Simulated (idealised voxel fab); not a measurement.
This is a process module. Its name is voxel self aligned contacts.
FYI the section here is cut, 230 nm wide, cells are 5 nm squares.
Format of a cross-section: grid, square cells. Given as bands. Order: top down. Band: one or more rows of cells. First you get the band's top height and its bottom height, in nm, and then the materials it's made of, left to right, with each width in nm. If you see a single material with "throughout", that one covers the band edge to edge. "blank" is empty space. All heights in this document are referenced to 0, defined as the level beneath which the wafer, as received, consists entirely of one material. The lowest band is not bounded below; it extends indefinitely downward and is written in the form "0 -> down". The expression "30 to 40" gives the width at the extremes of the band, the first number at its top row of cells and the second at its bottom row, with the width changing by equal amounts from each row to the next in between. A step reported as "nothing altered" is a step in which no cell of the cross-section changed. The entry titled "Closed void roster" provides the empty spaces that have no open way to the top, restricted to those of 8 cells or more. Each is presented as width x height at distance, the distance being measured from the left edge, with all three in nm. Read whatever lies past the settings on a step's line as the simulator's own remark about the step. overlay nm: how far to the right of its planned place the mask lay on this masked step (negative: to the left).

### Steps in the process plan
1 RECEIVE [material Si]
2 OXIDIZE [depth nm 5]
3 DIRECTIONAL_DEP [material polySi] [thk nm 30]
4 DIRECTIONAL_DEP [material SiN] [thk nm 20]
5 PATTERN [tone cover] [mask id GATE] [material resist] [width nm 35] [pitch nm 70] [thk nm 20] [overlay nm 0]
6 DIRECTIONAL_ETCH [etch materials SiN] [depth nm 20]
7 DIRECTIONAL_ETCH [etch materials polySi] [depth nm 30]
8 STRIP [etch materials resist]
9 CONFORMAL_DEP [material SiN] [thk nm 5]
10 DIRECTIONAL_ETCH [etch materials SiN] [depth nm 5]
11 FILL_DEP [material SiO2] [thk nm 20]
12 CMP [height nm 60]
13 MASKED_ETCH [tone open] [mask id CONTACT] [width nm 55] [etch materials SiO2] [depth nm 65] [overlay nm 0]
14 CONFORMAL_DEP [material TiN] [thk nm 5]
15 FILL_DEP [material W] [thk nm 5]
16 CMP [height nm 60]
17 CONFORMAL_DEP [material SiN] [thk nm 5]

### The following pertains to the first of two wafers, which was processed as planned

### The cross-section here shows the wafer as received, i.e. in its state after step 1
	0 -> down: Si throughout
	Closed void roster: none

### Cross-section through the wafer, step 2 finished
	0 -> -5: SiO2 throughout
	Unchanged below -5.

### Cross-section through the wafer, step 3 finished
	30 -> 0: polySi throughout
	Unchanged below 0.

### Cross-section through the wafer, step 4 finished
	50 -> 30: SiN throughout
	Unchanged below 30.

### Cross-section through the wafer, step 5 finished
	70 -> 50: 60 of blank  35 of resist  35 of blank  35 of resist  65 of blank
	Unchanged below 50.

### Cross-section through the wafer, step 6 finished
	70 -> 50: 60 of blank  35 of resist  35 of blank  35 of resist  65 of blank
	50 -> 30: 60 of blank  35 of SiN  35 of blank  35 of SiN  65 of blank
	Unchanged below 30.

### Cross-section through the wafer, step 7 finished
	70 -> 50: 60 of blank  35 of resist  35 of blank  35 of resist  65 of blank
	50 -> 30: 60 of blank  35 of SiN  35 of blank  35 of SiN  65 of blank
	30 -> 0: 60 of blank  35 of polySi  35 of blank  35 of polySi  65 of blank
	Unchanged below 0.

### Cross-section through the wafer, step 8 finished
	50 -> 30: 60 of blank  35 of SiN  35 of blank  35 of SiN  65 of blank
	Unchanged below 30.

### Cross-section through the wafer, step 9 finished
	55 -> 30: 55 of blank  45 of SiN  25 of blank  45 of SiN  60 of blank
	30 -> 5: 55 of blank  5 of SiN  35 of polySi  5 of SiN  25 of blank  5 of SiN  35 of polySi  5 of SiN  60 of blank
	5 -> 0: 60 of SiN  35 of polySi  35 of SiN  35 of polySi  65 of SiN
	Unchanged below 0.

### Cross-section through the wafer, step 10 finished
	50 -> 30: 55 of blank  45 of SiN  25 of blank  45 of SiN  60 of blank
	30 -> 0: 55 of blank  5 of SiN  35 of polySi  5 of SiN  25 of blank  5 of SiN  35 of polySi  5 of SiN  60 of blank
	Unchanged below 0.

### Cross-section through the wafer, step 11 finished
	70 -> 50: SiO2 throughout
	50 -> 30: 55 of SiO2  45 of SiN  25 of SiO2  45 of SiN  60 of SiO2
	30 -> 0: 55 of SiO2  5 of SiN  35 of polySi  5 of SiN  25 of SiO2  5 of SiN  35 of polySi  5 of SiN  60 of SiO2
	Unchanged below 0.

### Cross-section through the wafer, step 12 finished
	60 -> 50: SiO2 throughout
	Unchanged below 50.

### Cross-section through the wafer, step 13 finished
	60 -> 50: 85 of SiO2  55 of blank  90 of SiO2
	50 -> 30: 55 of SiO2  45 of SiN  25 of blank  45 of SiN  60 of SiO2
	30 -> 0: 55 of SiO2  5 of SiN  35 of polySi  5 of SiN  25 of blank  5 of SiN  35 of polySi  5 of SiN  60 of SiO2
	0 -> -5: 100 of SiO2  25 of blank  105 of SiO2
	Unchanged below -5.

### Cross-section through the wafer, step 14 finished
	65 -> 60: 90 of TiN  45 of blank  95 of TiN
	60 -> 50: 85 of SiO2  5 to 20 of TiN  45 to 15 of blank  5 to 20 of TiN  90 of SiO2
	50 -> 30: 55 of SiO2  45 of SiN  5 of TiN  15 of blank  5 of TiN  45 of SiN  60 of SiO2
	30 -> 0: 55 of SiO2  5 of SiN  35 of polySi  5 of SiN  5 of TiN  15 of blank  5 of TiN  5 of SiN  35 of polySi  5 of SiN  60 of SiO2
	0 -> -5: 100 of SiO2  25 of TiN  105 of SiO2
	Unchanged below -5.

### Cross-section through the wafer, step 15 finished
	70 -> 65: W throughout
	65 -> 60: 90 of TiN  45 of W  95 of TiN
	60 -> 50: 85 of SiO2  5 to 20 of TiN  45 to 15 of W  5 to 20 of TiN  90 of SiO2
	50 -> 30: 55 of SiO2  45 of SiN  5 of TiN  15 of W  5 of TiN  45 of SiN  60 of SiO2
	30 -> 0: 55 of SiO2  5 of SiN  35 of polySi  5 of SiN  5 of TiN  15 of W  5 of TiN  5 of SiN  35 of polySi  5 of SiN  60 of SiO2
	Unchanged below 0.

### Cross-section through the wafer, step 16 finished
	60 -> 50: 85 of SiO2  5 to 20 of TiN  45 to 15 of W  5 to 20 of TiN  90 of SiO2
	Unchanged below 50.

### Cross-section through the wafer, step 17 finished
	65 -> 60: SiN throughout
	Unchanged below 60.

### The remaining wafer, second of the two, started like the first and was run to the same plan, except that one mistake was made along the way; the two coincide through step 3, inclusive

### Second wafer, sectioned view, at step 4's planned end time
	55 -> 30: SiN throughout
	Unchanged below 30.

### Second wafer, sectioned view, at step 5's planned end time
	75 -> 55: 60 of blank  35 of resist  35 of blank  35 of resist  65 of blank
	Unchanged below 55.

### Second wafer, sectioned view, at step 6's planned end time
	75 -> 55: 60 of blank  35 of resist  35 of blank  35 of resist  65 of blank
	55 -> 35: 60 of blank  35 of SiN  35 of blank  35 of SiN  65 of blank
	Unchanged below 35.

Second wafer, sectioned view, at step 7's planned end time: nothing altered

### Second wafer, sectioned view, at step 8's planned end time
	55 -> 35: 60 of blank  35 of SiN  35 of blank  35 of SiN  65 of blank
	Unchanged below 35.

### Second wafer, sectioned view, at step 9's planned end time
	60 -> 40: 55 of blank  45 of SiN  25 of blank  45 of SiN  60 of blank
	40 -> 30: SiN throughout
	Unchanged below 30.

### Second wafer, sectioned view, at step 10's planned end time
	55 -> 35: 55 of blank  45 of SiN  25 of blank  45 of SiN  60 of blank
	Unchanged below 35.

### Second wafer, sectioned view, at step 11's planned end time
	75 -> 55: SiO2 throughout
	55 -> 35: 55 of SiO2  45 of SiN  25 of SiO2  45 of SiN  60 of SiO2
	Unchanged below 35.

### Second wafer, sectioned view, at step 12's planned end time
	60 -> 55: SiO2 throughout
	Unchanged below 55.

### Second wafer, sectioned view, at step 13's planned end time
	60 -> 55: 85 of SiO2  55 of blank  90 of SiO2
	55 -> 35: 55 of SiO2  45 of SiN  25 of blank  45 of SiN  60 of SiO2
	Unchanged below 35.

### Second wafer, sectioned view, at step 14's planned end time
	65 -> 60: 90 of TiN  45 of blank  95 of TiN
	60 -> 55: 85 of SiO2  20 of TiN  15 of blank  20 of TiN  90 of SiO2
	55 -> 40: 55 of SiO2  45 of SiN  5 of TiN  15 of blank  5 of TiN  45 of SiN  60 of SiO2
	40 -> 35: 55 of SiO2  45 of SiN  25 of TiN  45 of SiN  60 of SiO2
	Unchanged below 35.

### Second wafer, sectioned view, at step 15's planned end time
	70 -> 65: W throughout
	65 -> 60: 90 of TiN  45 of W  95 of TiN
	60 -> 55: 85 of SiO2  20 of TiN  15 of W  20 of TiN  90 of SiO2
	55 -> 40: 55 of SiO2  45 of SiN  5 of TiN  15 of W  5 of TiN  45 of SiN  60 of SiO2
	Unchanged below 40.

### Second wafer, sectioned view, at step 16's planned end time
	60 -> 55: 85 of SiO2  20 of TiN  15 of W  20 of TiN  90 of SiO2
	Unchanged below 55.

### Second wafer, sectioned view, at step 17's planned end time
	65 -> 60: SiN throughout
	Unchanged below 60.
Deviation noted in wafer processing: step 4 changed vs plan, executed as DIRECTIONAL_DEP [material SiN] [thk nm 25]
In the final state, the cell counts of the second wafer exceed or fall short of those of the first for the following materials: 22 more of SiN; 168 fewer of SiO2; 16 fewer of TiN; 30 fewer of W; 192 more of polySi
